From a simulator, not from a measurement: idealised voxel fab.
process module | voxel self aligned contacts
cross-section cut | 235 nm wide | cells 5 nm
A cross-section is a grid of square cells, given in bands from the top down. A band is one or more rows of cells.
Each band's line starts with the height of the band's top and of its bottom, in nm. Then come its materials from left to right, each with its width in nm. One material with "throughout" fills the band from edge to edge. "air" is empty space.
Height 0 is the level under which the wafer as received is all one material. The lowest band goes on downwards, as in "0 down".
A width such as "30 to 40" changes by the same amount from each row of cells to the next, from the band's top row to its bottom row.
"no change" after a step means that no cell of the cross-section changed.
closed voids: empty space of 8 cells or more with no open way to the top, each as width x height at its distance from the left edge, in nm
after a step's settings: what the simulator itself notes on the step
overlay nm, on a step with a mask: how far to the right of its planned place the mask lay; to the left if negative
plan
1 op RECEIVE | material Si
2 op OXIDIZE | depth nm 5
3 op DIRECTIONAL_DEP | material polySi | thk nm 25
4 op DIRECTIONAL_DEP | material SiN | thk nm 15
5 op MASKED_ETCH | tone cover | mask id GATE | width nm 25 | pitch nm 50 | etch materials SiN | depth nm 15 | overlay nm 0
6 op MASKED_ETCH | tone cover | mask id GATE | width nm 25 | pitch nm 50 | etch materials polySi | depth nm 25 | overlay nm 0
7 op CONFORMAL_DEP | material SiN | thk nm 5
8 op DIRECTIONAL_ETCH | etch materials SiN | depth nm 5
9 op FILL_DEP | material SiO2 | thk nm 20
10 op CMP | height nm 50
11 op PATTERN | tone open | mask id CONTACT | material resist | width nm 35 | thk nm 15 | overlay nm 0
12 op DIRECTIONAL_ETCH | etch materials SiO2 | depth nm 55
13 op STRIP | etch materials resist
14 op CONFORMAL_DEP | material TiN | thk nm 5
15 op FILL_DEP | material W | thk nm 5
16 op CMP | height nm 50
17 op CONFORMAL_DEP | material SiCN | thk nm 5
as received, after step 1
  0 down: Si throughout
  closed voids: none
first wafer at the end, as planned
  55 to 50: SiCN throughout
  50 to 40: SiO2 100 | TiN 5 to 15 | W 25 to 5 | TiN 5 to 15 | SiO2 100
  40 to 25: SiO2 75 | SiN 35 | TiN 5 | W 5 | TiN 5 | SiN 35 | SiO2 75
  25 to 0: SiO2 75 | SiN 5 | polySi 25 | SiN 5 | TiN 5 | W 5 | TiN 5 | SiN 5 | polySi 25 | SiN 5 | SiO2 75
  0 to -5: SiO2 110 | TiN 15 | SiO2 110
  -5 down: Si throughout
  closed voids: none
second wafer at the end: like start, like plan, one mistake
  55 to 50: SiCN throughout
  50 to 40: SiO2 100 | TiN 5 to 15 | W 25 to 5 | TiN 5 to 15 | SiO2 100
  40 to 25: SiO2 75 | SiN 35 | TiN 5 | W 5 | TiN 5 | SiN 35 | SiO2 75
  25 to 5: SiO2 75 | SiN 5 | polySi 25 | SiN 5 | TiN 5 | W 5 | TiN 5 | SiN 5 | polySi 25 | SiN 5 | SiO2 75
  5 to 0: SiO2 75 | SiN 5 | polySi 25 | SiN 5 | TiN 15 | SiN 5 | polySi 25 | SiN 5 | SiO2 75
  0 down: Si throughout
  closed voids: none
what went wrong: step 2 was left out
at the end the second wafer has, in cells: 47 more of Si | 44 fewer of SiO2 | 2 fewer of TiN | 1 fewer of W
